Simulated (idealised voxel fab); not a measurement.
The process module presented herein is designated voxel transistor to metal.
Section cut is 260 nm wide and gridded with 5 nm square cells.
For the purposes of this document, a cross-section shall be understood as a grid of square cells, specified as bands listed in top-to-bottom order, each band consisting of one or more rows of cells. Heights first: top, then bottom, in nm. Then materials, left to right, each with a width in nm. "edge to edge" on a single material: fills the band edge to edge. "air": empty space. Heights are reckoned from 0. Under this level, the received wafer is all of one material. The bottommost band is open-ended downward, for example "top 0, no bottom". A two-number width, for instance "30 to 40", indicates that the width is equal to the first number in the top row of the band and to the second number in the bottom row, and that it changes by a constant amount per row of cells. When a step is marked "stayed the same", none of the cells in the cross-section changed during that step. In the "Enclosed voids" entry, you get each enclosed empty space of 8 cells or more, one with no open way to the top, written width x height at distance, distance from the left edge, in nm. Anything after a step's settings on that line? It's the simulator's own note about the step. overlay nm: where the mask lay relative to plan, measured to the right, on steps with a mask; negatives go left.
Here's what the planned process steps look like
1 RECEIVE,material Si
2 CONFORMAL_DEP,material SiO2,thk nm 5
3 CONFORMAL_DEP,material SiN,thk nm 15
4 PATTERN,tone cover,mask id ACTIVE,material resist,width nm 90,pitch nm 120,thk nm 20,overlay nm -10
5 DIRECTIONAL_ETCH,etch materials SiN,depth nm 15
6 DIRECTIONAL_ETCH,etch materials SiO2,depth nm 5
7 DIRECTIONAL_ETCH,etch materials Si,depth nm 30
8 STRIP,etch materials resist
9 FILL_DEP,material SiO2,thk nm 5
10 CMP,height nm 20
11 SELECTIVE_ETCH,etch materials SiO2,depth nm 15
12 STRIP,etch materials SiN
13 SELECTIVE_ETCH,etch materials SiO2,depth nm 5
14 OXIDIZE,depth nm 5
15 DIRECTIONAL_DEP,material polySi,thk nm 25
16 DIRECTIONAL_DEP,material SiCN,thk nm 10
17 MASKED_ETCH,tone cover,mask id GATE,width nm 20,pitch nm 120,etch materials SiCN,depth nm 20,overlay nm 0
18 MASKED_ETCH,tone cover,mask id GATE,width nm 20,pitch nm 120,etch materials polySi,depth nm 35,overlay nm 0
19 CONFORMAL_DEP,material SiN,thk nm 5
20 DIRECTIONAL_ETCH,etch materials SiN,depth nm 5
21 DIRECTIONAL_ETCH,etch materials SiO2,depth nm 5
22 EPI,material SiGe,thk nm 5
23 FILL_DEP,material SiO2,thk nm 5
24 CMP,height nm 35
25 DIRECTIONAL_DEP,material SiO2,thk nm 10
26 DIRECTIONAL_DEP,material aC,thk nm 15
27 PATTERN,tone open,mask id CONTACT,material resist,width nm 25,thk nm 30,overlay nm 0
28 DIRECTIONAL_ETCH,etch materials aC,depth nm 15
29 STRIP,etch materials resist
30 DIRECTIONAL_ETCH,etch materials SiO2,depth nm 45
31 STRIP,etch materials aC
32 CONFORMAL_DEP,material TiN,thk nm 5
33 FILL_DEP,material W,thk nm 10
34 CMP,height nm 45
35 CONFORMAL_DEP,material SiN,thk nm 5
36 DIRECTIONAL_DEP,material SiO2,thk nm 25
37 DIRECTIONAL_DEP,material aC,thk nm 15
38 PATTERN,tone open,mask id METAL_1,material resist,width nm 15,thk nm 35,overlay nm 0
39 DIRECTIONAL_ETCH,etch materials aC,depth nm 15
40 STRIP,etch materials resist
41 DIRECTIONAL_ETCH,etch materials SiO2,depth nm 25
42 DIRECTIONAL_ETCH,etch materials SiN,depth nm 5
43 STRIP,etch materials aC
44 CONFORMAL_DEP,material TiN,thk nm 5
45 FILL_DEP,material Cu,thk nm 5
46 CMP,height nm 75
47 EPI,material Ru,thk nm 5
48 FILL_DEP,material SiCN,thk nm 5
49 DIRECTIONAL_DEP,material lowk,thk nm 25
50 PATTERN,tone open,mask id METAL_2,material resist,width nm 15,pitch nm 120,thk nm 15,overlay nm 0
51 DIRECTIONAL_ETCH,etch materials lowk,depth nm 15
52 STRIP,etch materials resist
53 DIRECTIONAL_DEP,material aC,thk nm 10
54 PATTERN,tone open,mask id METAL_2_HOLES,material resist,width nm 15,pitch nm 120,thk nm 30,overlay nm 0
55 DIRECTIONAL_ETCH,etch materials aC,depth nm 10
56 STRIP,etch materials resist
57 DIRECTIONAL_ETCH,etch materials lowk,depth nm 10
58 DIRECTIONAL_ETCH,etch materials SiCN,depth nm 5
59 STRIP,etch materials aC
60 CONFORMAL_DEP,material TiN,thk nm 5
61 FILL_DEP,material Cu,thk nm 5
62 CMP,height nm 110
63 CONFORMAL_DEP,material SiN,thk nm 5
Every wafer here starts from the same state; it is the step 4 overlay nm that distinguishes them, and the value the plan gives belongs to the first wafer.
Cross-section of the first of several received wafers, showing its state after step 1
top 0, no bottom  Si edge to edge
Enclosed voids: none
Module finished, last step 63 done: cross-section of the first of several wafers
top 115, bottom 110  SiN edge to edge
top 110, bottom 85  30 lowk / 5 TiN / 5 Cu / 5 TiN / 105 lowk / 5 TiN / 5 Cu / 5 TiN / 95 lowk
top 85, bottom 80  30 SiCN / 15 TiN / 105 SiCN / 15 TiN / 95 SiCN
top 80, bottom 75  25 SiCN / 25 Ru / 40 SiCN / 25 Ru / 30 SiCN / 25 Ru / 40 SiCN / 25 Ru / 25 SiCN
top 75, bottom 50  30 SiO2 / 5 TiN / 5 Cu / 5 TiN / 50 SiO2 / 5 TiN / 5 Cu / 5 TiN / 40 SiO2 / 5 TiN / 5 Cu / 5 TiN / 50 SiO2 / 5 TiN / 5 Cu / 5 TiN / 30 SiO2
top 50, bottom 45  30 SiN / 15 TiN / 50 SiN / 15 TiN / 40 SiN / 15 TiN / 50 SiN / 15 TiN / 30 SiN
top 45, bottom 35  30 SiO2 / 5 TiN / 15 W / 5 TiN / 30 SiO2 / 5 TiN / 15 W / 5 TiN / 40 SiO2 / 5 TiN / 15 W / 5 TiN / 30 SiO2 / 5 TiN / 15 W / 5 TiN / 30 SiO2
top 35, bottom 25  30 SiO2 / 5 TiN / 15 W / 5 TiN / 5 SiN / 20 SiCN / 5 SiN / 5 TiN / 15 W / 5 TiN / 40 SiO2 / 5 TiN / 15 W / 5 TiN / 5 SiN / 20 SiCN / 5 SiN / 5 TiN / 15 W / 5 TiN / 30 SiO2
top 25, bottom 5  30 SiO2 / 5 TiN / 15 W / 5 TiN / 5 SiN / 20 polySi / 5 SiN / 5 TiN / 15 W / 5 TiN / 40 SiO2 / 5 TiN / 15 W / 5 TiN / 5 SiN / 20 polySi / 5 SiN / 5 TiN / 15 W / 5 TiN / 30 SiO2
top 5, bottom 0  30 SiO2 / 25 TiN / 5 SiN / 20 polySi / 5 SiN / 25 TiN / 40 SiO2 / 25 TiN / 5 SiN / 20 polySi / 5 SiN / 25 TiN / 30 SiO2
top 0, bottom -5  10 SiO2 / 45 SiGe / 30 SiO2 / 25 SiGe / 20 SiO2 / 45 SiGe / 30 SiO2 / 25 SiGe / 30 SiO2
top -5, bottom -30  15 SiO2 / 90 Si / 30 SiO2 / 90 Si / 35 SiO2
top -30, no bottom  Si edge to edge
Enclosed voids: none
Cross-sectional view of the final wafer of several at the module's end
top 115, bottom 110  SiN edge to edge
top 110, bottom 85  30 lowk / 5 TiN / 5 Cu / 5 TiN / 105 lowk / 5 TiN / 5 Cu / 5 TiN / 95 lowk
top 85, bottom 80  30 SiCN / 15 TiN / 105 SiCN / 15 TiN / 95 SiCN
top 80, bottom 75  25 SiCN / 25 Ru / 40 SiCN / 25 Ru / 30 SiCN / 25 Ru / 40 SiCN / 25 Ru / 25 SiCN
top 75, bottom 50  30 SiO2 / 5 TiN / 5 Cu / 5 TiN / 50 SiO2 / 5 TiN / 5 Cu / 5 TiN / 40 SiO2 / 5 TiN / 5 Cu / 5 TiN / 50 SiO2 / 5 TiN / 5 Cu / 5 TiN / 30 SiO2
top 50, bottom 45  30 SiN / 15 TiN / 50 SiN / 15 TiN / 40 SiN / 15 TiN / 50 SiN / 15 TiN / 30 SiN
top 45, bottom 35  30 SiO2 / 5 TiN / 15 W / 5 TiN / 30 SiO2 / 5 TiN / 15 W / 5 TiN / 40 SiO2 / 5 TiN / 15 W / 5 TiN / 30 SiO2 / 5 TiN / 15 W / 5 TiN / 30 SiO2
top 35, bottom 25  30 SiO2 / 5 TiN / 15 W / 5 TiN / 5 SiN / 20 SiCN / 5 SiN / 5 TiN / 15 W / 5 TiN / 40 SiO2 / 5 TiN / 15 W / 5 TiN / 5 SiN / 20 SiCN / 5 SiN / 5 TiN / 15 W / 5 TiN / 30 SiO2
top 25, bottom 5  30 SiO2 / 5 TiN / 15 W / 5 TiN / 5 SiN / 20 polySi / 5 SiN / 5 TiN / 15 W / 5 TiN / 40 SiO2 / 5 TiN / 15 W / 5 TiN / 5 SiN / 20 polySi / 5 SiN / 5 TiN / 15 W / 5 TiN / 30 SiO2
top 5, bottom 0  30 SiO2 / 25 TiN / 5 SiN / 20 polySi / 5 SiN / 25 TiN / 40 SiO2 / 25 TiN / 5 SiN / 20 polySi / 5 SiN / 25 TiN / 30 SiO2
top 0, bottom -5  30 SiO2 / 25 SiGe / 30 SiO2 / 45 SiGe / 20 SiO2 / 25 SiGe / 30 SiO2 / 45 SiGe / 10 SiO2
top -5, bottom -30  35 SiO2 / 90 Si / 30 SiO2 / 90 Si / 15 SiO2
top -30, no bottom  Si edge to edge
Enclosed voids: none
Below is a per-wafer table. In it, each row describes the wafer at the end of the module by giving, for each material, the number of cells gained (+) or lost (-) since the wafer was received, and after that the closed voids of the wafer
overlay nm -10; +30 Cu; +20 Ru; -132 Si; +94 SiCN; +28 SiGe; +120 SiN; +508 SiO2; +162 TiN; +96 W; +230 lowk; +40 polySi; Enclosed voids: none
overlay nm -5; +30 Cu; +20 Ru; -132 Si; +94 SiCN; +28 SiGe; +120 SiN; +508 SiO2; +162 TiN; +96 W; +230 lowk; +40 polySi; Enclosed voids: none
overlay nm 0; +30 Cu; +20 Ru; -132 Si; +94 SiCN; +28 SiGe; +120 SiN; +508 SiO2; +162 TiN; +96 W; +230 lowk; +40 polySi; Enclosed voids: none
overlay nm 5; +30 Cu; +20 Ru; -132 Si; +94 SiCN; +28 SiGe; +120 SiN; +508 SiO2; +162 TiN; +96 W; +230 lowk; +40 polySi; Enclosed voids: none
overlay nm 10; +30 Cu; +20 Ru; -132 Si; +94 SiCN; +28 SiGe; +120 SiN; +508 SiO2; +162 TiN; +96 W; +230 lowk; +40 polySi; Enclosed voids: none
